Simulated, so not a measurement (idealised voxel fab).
The name of this process module is voxel quadruple lines.
Square cells of 5 nm make up the cross-section cut, whose width is 260 nm.
Think of the cross-section as a grid of square cells. We describe it in bands, top to bottom, and each band covers one or more rows of those cells. First you get the band's top height and its bottom height, in nm, and then the materials it's made of, left to right, with each width in nm. If you see a single material with "everywhere", that one covers the band edge to edge. "blank" is empty space. Heights from 0 (as-received wafer is one material below). Bottom band endless downward, as "0 -> down". A two-number width, for instance "30->40", indicates that the width is equal to the first number in the top row of the band and to the second number in the bottom row, and that it changes by a constant amount per row of cells. What does "remains unaltered" mean for a step? It means no cell of the cross-section changed in that step. "Trapped voids" lists enclosed empty spaces (at least 8 cells, no open path upward to the top), each as width x height at distance from the left edge, in nm. It should be noted that, on the line of a given step, the content following the step's settings is a remark produced by the simulator itself with respect to that step. The line of a step may include "overlay nm". On a step with a mask, this value is how far to the right of its planned place the mask lay. A negative value means the mask lay to the left.

Steps in the process plan:
- 1: RECEIVE,material Si
- 2: CONFORMAL_DEP,material Al2O3,thk nm 5
- 3: DIRECTIONAL_DEP,material Ru,thk nm 5
- 4: DIRECTIONAL_DEP,material polySi,thk nm 15
- 5: DIRECTIONAL_DEP,material aC,thk nm 25
- 6: PATTERN,tone cover,mask id MANDREL,material resist,width nm 30,pitch nm 80,thk nm 35,overlay nm 0
- 7: DIRECTIONAL_ETCH,etch materials aC,depth nm 25
- 8: STRIP,etch materials resist
- 9: CONFORMAL_DEP,material SiO2,thk nm 10
- 10: DIRECTIONAL_ETCH,etch materials SiO2,depth nm 10
- 11: STRIP,etch materials aC
- 12: DIRECTIONAL_ETCH,etch materials polySi,depth nm 15
- 13: STRIP,etch materials SiO2
- 14: CONFORMAL_DEP,material SiCN,thk nm 10
- 15: DIRECTIONAL_ETCH,etch materials SiCN,depth nm 10
- 16: STRIP,etch materials polySi
- 17: DIRECTIONAL_ETCH,etch materials Ru,depth nm 10
- 18: STRIP,etch materials SiCN
Variable across wafers: step 3 thk nm (plan value is that of the first wafer; starting state common to all).

After step 1, as received: first of several wafers, cross-section:
	0 -> down | Si everywhere
	Trapped voids: none

Basically each wafer gets a line in the table, showing it at the end of the module: material by material, the cells it gained (+) or lost (-) since we got it, then its closed voids:
thk nm 5; +52 Al2O3; +16 Ru; Trapped voids: none
thk nm 10; +52 Al2O3; +32 Ru; Trapped voids: none
thk nm 15; +52 Al2O3; +84 Ru; Trapped voids: none
thk nm 20; +52 Al2O3; +136 Ru; Trapped voids: none
thk nm 25; +52 Al2O3; +188 Ru; Trapped voids: none
